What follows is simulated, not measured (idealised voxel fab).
This section sets out a process module, namely voxel self aligned vias.
This is section cut - it's 235 nm across, gridded in 5 nm square cells.
Cross-section format: a grid of square cells, given as bands from top to bottom; each band is one or more rows of cells.
Heights first: top, then bottom, in nm. Then materials, left to right, each with a width in nm. "all across" on a single material: fills the band edge to edge. "blank": empty space.
For the purposes of this specification, 0 denotes the height below which the wafer in its as-received condition is composed wholly of one material, and the lowermost band, lacking a lower limit, extends downward without end, as expressed in "0 nm and below".
The notation "30 to 40" denotes a width that varies across the rows of cells in the band, beginning at the first number in the top row, finishing at the second number in the bottom row, and changing by an identical amount from each row to the next.
Step marked "remained the same"? Then no cell in the cross-section changed in it.
Closed-off voids of 8+ cells (no open route to the top) go in "Closed-off voids", written width x height at distance from the left edge, in nm.
On each step's line, the part that comes after the settings is the simulator's own comment on the step.
overlay nm: for a step with a mask, the amount by which the mask lay right of where it was planned; a negative amount means left of it.

**plan**
1: RECEIVE (material Si)
2: CONFORMAL_DEP (material SiO2; thk nm 10)
3: CONFORMAL_DEP (material SiCN; thk nm 5)
4: DIRECTIONAL_DEP (material lowk; thk nm 20)
5: MASKED_ETCH (tone open; mask id LINES; width nm 30; pitch nm 70; etch materials lowk; depth nm 20; overlay nm 0)
6: CONFORMAL_DEP (material TiN; thk nm 5)
7: FILL_DEP (material W; thk nm 10)
8: CMP (height nm 35)
9: SELECTIVE_ETCH (etch materials W Ru TiN; depth nm 5)
10: FILL_DEP (material SiN; thk nm 5)
11: CMP (height nm 35)
12: DIRECTIONAL_DEP (material lowk; thk nm 15)
13: PATTERN (tone open; mask id VIAS; material resist; width nm 50; thk nm 20; overlay nm 0)
14: DIRECTIONAL_ETCH (etch materials lowk; depth nm 15)
15: DIRECTIONAL_ETCH (etch materials SiN; depth nm 5)
16: STRIP (etch materials resist)
17: CONFORMAL_DEP (material TiN; thk nm 5)
18: FILL_DEP (material Cu; thk nm 5)
19: CMP (height nm 50)
20: CONFORMAL_DEP (material SiCN; thk nm 5)
The thk nm used in step 20 is not the same on every wafer, whereas the starting condition is; the value printed in the plan is the first wafer's.

**Cross-sectional view of the first of several wafers in the as-received condition, corresponding to the state following step 1**
	0 nm and below  Si all across
	Closed-off voids: none

**Heads up, this table goes wafer by wafer. A row tells you, at the end of the module, how many cells of each material that wafer has put on (+) or dropped (-) since it was received, and then its closed voids**
thk nm 5 | +20 Cu | +94 SiCN | +6 SiN | +94 SiO2 | +36 TiN | +16 W | +251 lowk | Closed-off voids: none
thk nm 10 | +20 Cu | +141 SiCN | +6 SiN | +94 SiO2 | +36 TiN | +16 W | +251 lowk | Closed-off voids: none
thk nm 15 | +20 Cu | +188 SiCN | +6 SiN | +94 SiO2 | +36 TiN | +16 W | +251 lowk | Closed-off voids: none
thk nm 20 | +20 Cu | +235 SiCN | +6 SiN | +94 SiO2 | +36 TiN | +16 W | +251 lowk | Closed-off voids: none
